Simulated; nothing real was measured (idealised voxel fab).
The following process module bears the name voxel self aligned contacts.
Square cell edge 5 nm, section width 185 nm, ID cut.
Think of the cross-section as a grid of square cells. We describe it in bands, top to bottom, and each band covers one or more rows of those cells. Heights first: top, then bottom, in nm. Then materials, left to right, each with a width in nm. "edge to edge" on a single material: fills the band edge to edge. "air": empty space. Heights are reckoned from 0. Under this level, the received wafer is all of one material. The bottommost band is open-ended downward, for example "top 0, no bottom". With a width like "30->40", each row of cells in the band differs from the next by the same amount, the top row carrying the first number and the bottom row the second. A step reported as "nothing got changed" is a step in which no cell of the cross-section changed. If an empty space has no open way to the top and is at least 8 cells in size, "Enclosed void inventory" lists it, written width x height at distance, where distance is measured from the left edge and every value is in nm. Text after the settings on a step's line: the simulator's own remark on that step. The setting "overlay nm" may be written on the line of a step. When the step uses a mask, the value reports how far to the right of the planned place the mask lay, and a negative value reports that it lay to the left.
The following list gives the planned process steps
1 RECEIVE, material Si
2 CONFORMAL_DEP, material SiO2, thk nm 5
3 DIRECTIONAL_DEP, material polySi, thk nm 25
4 DIRECTIONAL_DEP, material SiN, thk nm 25
5 DIRECTIONAL_DEP, material aC, thk nm 15
6 PATTERN, tone cover, mask id GATE, material resist, width nm 35, pitch nm 70, thk nm 30, overlay nm 0
7 DIRECTIONAL_ETCH, etch materials aC, depth nm 15
8 STRIP, etch materials resist
9 DIRECTIONAL_ETCH, etch materials SiN, depth nm 25
10 DIRECTIONAL_ETCH, etch materials polySi, depth nm 25
11 STRIP, etch materials aC
12 CONFORMAL_DEP, material SiN, thk nm 10
13 DIRECTIONAL_ETCH, etch materials SiN, depth nm 10
14 FILL_DEP, material SiO2, thk nm 10
15 CMP, height nm 60
16 PATTERN, tone open, mask id CONTACT, material resist, width nm 45, thk nm 20, overlay nm 0
17 DIRECTIONAL_ETCH, etch materials SiO2, depth nm 60
18 STRIP, etch materials resist
19 CONFORMAL_DEP, material TiN, thk nm 5
20 FILL_DEP, material W, thk nm 5
21 CMP, height nm 60
22 CONFORMAL_DEP, material SiCN, thk nm 5
The wafers are alike at the start. At step 16, their width nm differs. The plan lists the first wafer's value.
Cross-section: the first of several wafers in its as-received state, i.e. following step 1
  top 0, no bottom  Si edge to edge
  Enclosed void inventory: none
The following table contains a row per wafer, in which are reported, at the conclusion of the module, the cells of each material gained (+) or lost (-) since the wafer's receipt, with its closed voids given thereafter
width nm 45 | +37 SiCN | +150 SiN | +182 SiO2 | +31 TiN | +11 W | +70 polySi | Enclosed void inventory: none
width nm 50 | +37 SiCN | +150 SiN | +181 SiO2 | +32 TiN | +11 W | +70 polySi | Enclosed void inventory: none
width nm 55 | +37 SiCN | +150 SiN | +180 SiO2 | +33 TiN | +11 W | +70 polySi | Enclosed void inventory: none
width nm 60 | +37 SiCN | +150 SiN | +179 SiO2 | +34 TiN | +11 W | +70 polySi | Enclosed void inventory: none
width nm 65 | +37 SiCN | +150 SiN | +178 SiO2 | +35 TiN | +11 W | +70 polySi | Enclosed void inventory: none
width nm 70 | +37 SiCN | +150 SiN | +177 SiO2 | +36 TiN | +11 W | +70 polySi | Enclosed void inventory: none
